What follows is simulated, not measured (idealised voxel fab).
Process module in this document: voxel wiring stack
For reference, the cross-section in this document is cut, with width 170 nm and square cells of 5 nm.
Cross-section = grid of square cells, listed top down in bands; band = one or more rows.
Band entry format. Leading values: height of top, height of bottom, nm. Remainder: materials in left-to-right order, each with its width in nm. Special words: "all across" on a single material, which then fills the band edge to edge; "empty", empty space.
Zero point of the height axis is 0; under it, received wafer = one material. Lowest band: continues down indefinitely, "0 and below".
A two-number width, for instance "30 to 40", indicates that the width is equal to the first number in the top row of the band and to the second number in the bottom row, and that it changes by a constant amount per row of cells.
Any step labelled "nothing changed" changed none of the cells in the cross-section.
Look at "Trapped voids" for the closed voids: empty spaces with no open path to the top, sized 8 cells or up. Each is width x height at distance, distance from the left edge, all nm.
Formally, on a step line, whatever follows the settings is a remark that the simulator itself makes on the step.
On any step carrying a mask, the "overlay nm" setting, if present on the step's line, tells how far right of its planned place the mask lay; negative values point to the left.
[Below is the list of planned process steps]
1: RECEIVE | material Si
2: CONFORMAL_DEP | material SiO2 | thk nm 10
3: DIRECTIONAL_DEP | material TiN | thk nm 5
4: DIRECTIONAL_DEP | material Ru | thk nm 25
5: PATTERN | tone cover | mask id METAL_1 | material resist | width nm 20 | pitch nm 45 | thk nm 20 | overlay nm 0
6: DIRECTIONAL_ETCH | etch materials Ru | depth nm 25
7: DIRECTIONAL_ETCH | etch materials TiN | depth nm 5
8: STRIP | etch materials resist
9: CONFORMAL_DEP | material SiN | thk nm 5
10: FILL_DEP | material lowk | thk nm 10
11: CMP | height nm 40
12: CONFORMAL_DEP | material SiCN | thk nm 5
13: DIRECTIONAL_DEP | material SiO2 | thk nm 10
14: DIRECTIONAL_DEP | material aC | thk nm 10
15: PATTERN | tone open | mask id PLUG_1 | material resist | width nm 15 | pitch nm 45 | thk nm 30 | overlay nm 0
16: DIRECTIONAL_ETCH | etch materials aC | depth nm 10
17: STRIP | etch materials resist
18: DIRECTIONAL_ETCH | etch materials SiO2 | depth nm 10
19: DIRECTIONAL_ETCH | etch materials SiCN | depth nm 5
20: STRIP | etch materials aC
21: CONFORMAL_DEP | material TiN | thk nm 5
22: FILL_DEP | material Cu | thk nm 5
23: CMP | height nm 55
24: DIRECTIONAL_DEP | material TiN | thk nm 5
25: DIRECTIONAL_DEP | material Ru | thk nm 20
26: PATTERN | tone cover | mask id METAL_2 | material resist | width nm 20 | pitch nm 45 | thk nm 15 | overlay nm 0
27: DIRECTIONAL_ETCH | etch materials Ru | depth nm 20
28: DIRECTIONAL_ETCH | etch materials TiN | depth nm 5
29: STRIP | etch materials resist
30: FILL_DEP | material lowk | thk nm 5
31: CMP | height nm 80
32: CONFORMAL_DEP | material SiCN | thk nm 5
[The first wafer of two, processed as planned]
[Shown in cross-section is the wafer as received, that is, as it stands after step 1]
0 and below | Si all across
Trapped voids: none
[Cross-sectional representation of the wafer at the conclusion of step 2]
10 down to 0 | SiO2 all across
For the remainder of the cross-section, below 0, there is no change.
[Cross-sectional representation of the wafer at the conclusion of step 3]
15 down to 10 | TiN all across
For the remainder of the cross-section, below 10, there is no change.
[Cross-sectional representation of the wafer at the conclusion of step 4]
40 down to 15 | Ru all across
For the remainder of the cross-section, below 15, there is no change.
[Cross-sectional representation of the wafer at the conclusion of step 5]
60 down to 40 | empty 50, resist 20, empty 25, resist 20, empty 55
For the remainder of the cross-section, below 40, there is no change.
[Cross-sectional representation of the wafer at the conclusion of step 6]
60 down to 40 | empty 50, resist 20, empty 25, resist 20, empty 55
40 down to 15 | empty 50, Ru 20, empty 25, Ru 20, empty 55
For the remainder of the cross-section, below 15, there is no change.
[Cross-sectional representation of the wafer at the conclusion of step 7]
60 down to 40 | empty 50, resist 20, empty 25, resist 20, empty 55
40 down to 15 | empty 50, Ru 20, empty 25, Ru 20, empty 55
15 down to 10 | empty 50, TiN 20, empty 25, TiN 20, empty 55
For the remainder of the cross-section, below 10, there is no change.
[Cross-sectional representation of the wafer at the conclusion of step 8]
40 down to 15 | empty 50, Ru 20, empty 25, Ru 20, empty 55
For the remainder of the cross-section, below 15, there is no change.
[Cross-sectional representation of the wafer at the conclusion of step 9]
45 down to 40 | empty 45, SiN 30, empty 15, SiN 30, empty 50
40 down to 15 | empty 45, SiN 5, Ru 20, SiN 5, empty 15, SiN 5, Ru 20, SiN 5, empty 50
15 down to 10 | SiN 50, TiN 20, SiN 25, TiN 20, SiN 55
For the remainder of the cross-section, below 10, there is no change.
[Cross-sectional representation of the wafer at the conclusion of step 10]
55 down to 45 | lowk all across
45 down to 40 | lowk 45, SiN 30, lowk 15, SiN 30, lowk 50
40 down to 15 | lowk 45, SiN 5, Ru 20, SiN 5, lowk 15, SiN 5, Ru 20, SiN 5, lowk 50
For the remainder of the cross-section, below 15, there is no change.
[Cross-sectional representation of the wafer at the conclusion of step 11]
40 down to 15 | lowk 45, SiN 5, Ru 20, SiN 5, lowk 15, SiN 5, Ru 20, SiN 5, lowk 50
For the remainder of the cross-section, below 15, there is no change.
[Cross-sectional representation of the wafer at the conclusion of step 12]
45 down to 40 | SiCN all across
For the remainder of the cross-section, below 40, there is no change.
[Cross-sectional representation of the wafer at the conclusion of step 13]
55 down to 45 | SiO2 all across
For the remainder of the cross-section, below 45, there is no change.
[Cross-sectional representation of the wafer at the conclusion of step 14]
65 down to 55 | aC all across
For the remainder of the cross-section, below 55, there is no change.
[Cross-sectional representation of the wafer at the conclusion of step 15]
95 down to 65 | resist 50, empty 15, resist 30, empty 15, resist 60
For the remainder of the cross-section, below 65, there is no change.
[Cross-sectional representation of the wafer at the conclusion of step 16]
85 down to 65 | resist 50, empty 15, resist 30, empty 15, resist 60
65 down to 55 | aC 50, empty 15, aC 30, empty 15, aC 60
For the remainder of the cross-section, below 55, there is no change.
[Cross-sectional representation of the wafer at the conclusion of step 17]
65 down to 55 | aC 50, empty 15, aC 30, empty 15, aC 60
For the remainder of the cross-section, below 55, there is no change.
[Cross-sectional representation of the wafer at the conclusion of step 18]
65 down to 55 | aC 50, empty 15, aC 30, empty 15, aC 60
55 down to 45 | SiO2 50, empty 15, SiO2 30, empty 15, SiO2 60
For the remainder of the cross-section, below 45, there is no change.
[Cross-sectional representation of the wafer at the conclusion of step 19]
65 down to 55 | aC 50, empty 15, aC 30, empty 15, aC 60
55 down to 45 | SiO2 50, empty 15, SiO2 30, empty 15, SiO2 60
45 down to 40 | SiCN 50, empty 15, SiCN 30, empty 15, SiCN 60
For the remainder of the cross-section, below 40, there is no change.
[Cross-sectional representation of the wafer at the conclusion of step 20]
55 down to 45 | SiO2 50, empty 15, SiO2 30, empty 15, SiO2 60
For the remainder of the cross-section, below 45, there is no change.
[Cross-sectional representation of the wafer at the conclusion of step 21]
60 down to 55 | TiN 55, empty 5, TiN 40, empty 5, TiN 65
55 down to 45 | SiO2 50, TiN 5, empty 5, TiN 5, SiO2 30, TiN 5, empty 5, TiN 5, SiO2 60
45 down to 40 | SiCN 50, TiN 15, SiCN 30, TiN 15, SiCN 60
For the remainder of the cross-section, below 40, there is no change.
[Cross-sectional representation of the wafer at the conclusion of step 22]
65 down to 60 | Cu all across
60 down to 55 | TiN 55, Cu 5, TiN 40, Cu 5, TiN 65
55 down to 45 | SiO2 50, TiN 5, Cu 5, TiN 5, SiO2 30, TiN 5, Cu 5, TiN 5, SiO2 60
For the remainder of the cross-section, below 45, there is no change.
[Cross-sectional representation of the wafer at the conclusion of step 23]
55 down to 45 | SiO2 50, TiN 5, Cu 5, TiN 5, SiO2 30, TiN 5, Cu 5, TiN 5, SiO2 60
For the remainder of the cross-section, below 45, there is no change.
[Cross-sectional representation of the wafer at the conclusion of step 24]
60 down to 55 | TiN all across
For the remainder of the cross-section, below 55, there is no change.
[Cross-sectional representation of the wafer at the conclusion of step 25]
80 down to 60 | Ru all across
For the remainder of the cross-section, below 60, there is no change.
[Cross-sectional representation of the wafer at the conclusion of step 26]
95 down to 80 | empty 50, resist 20, empty 25, resist 20, empty 55
For the remainder of the cross-section, below 80, there is no change.
[Cross-sectional representation of the wafer at the conclusion of step 27]
95 down to 80 | empty 50, resist 20, empty 25, resist 20, empty 55
80 down to 60 | empty 50, Ru 20, empty 25, Ru 20, empty 55
For the remainder of the cross-section, below 60, there is no change.
[Cross-sectional representation of the wafer at the conclusion of step 28]
95 down to 80 | empty 50, resist 20, empty 25, resist 20, empty 55
80 down to 60 | empty 50, Ru 20, empty 25, Ru 20, empty 55
60 down to 55 | empty 50, TiN 20, empty 25, TiN 20, empty 55
For the remainder of the cross-section, below 55, there is no change.
[Cross-sectional representation of the wafer at the conclusion of step 29]
80 down to 60 | empty 50, Ru 20, empty 25, Ru 20, empty 55
For the remainder of the cross-section, below 60, there is no change.
[Cross-sectional representation of the wafer at the conclusion of step 30]
85 down to 80 | lowk all across
80 down to 60 | lowk 50, Ru 20, lowk 25, Ru 20, lowk 55
60 down to 55 | lowk 50, TiN 20, lowk 25, TiN 20, lowk 55
For the remainder of the cross-section, below 55, there is no change.
[Cross-sectional representation of the wafer at the conclusion of step 31]
80 down to 60 | lowk 50, Ru 20, lowk 25, Ru 20, lowk 55
For the remainder of the cross-section, below 60, there is no change.
[Cross-sectional representation of the wafer at the conclusion of step 32]
85 down to 80 | SiCN all across
For the remainder of the cross-section, below 80, there is no change.
[Second wafer, same starting state and plan as the first, one mistake in the run, identical through step 30]
[Second wafer shown in cross-section at the time step 31 was slated to end]
75 down to 60 | lowk 50, Ru 20, lowk 25, Ru 20, lowk 55
For the remainder of the cross-section, below 60, there is no change.
[Second wafer shown in cross-section at the time step 32 was slated to end]
80 down to 75 | SiCN all across
For the remainder of the cross-section, below 75, there is no change.
Heads up, the wafer didn't run the way we planned it: step 31 off recipe, ran as CMP | height nm 75
Once processing is complete, comparing cell counts shows that the second wafer has more or fewer of certain materials than the first: Ru -8 | lowk -26
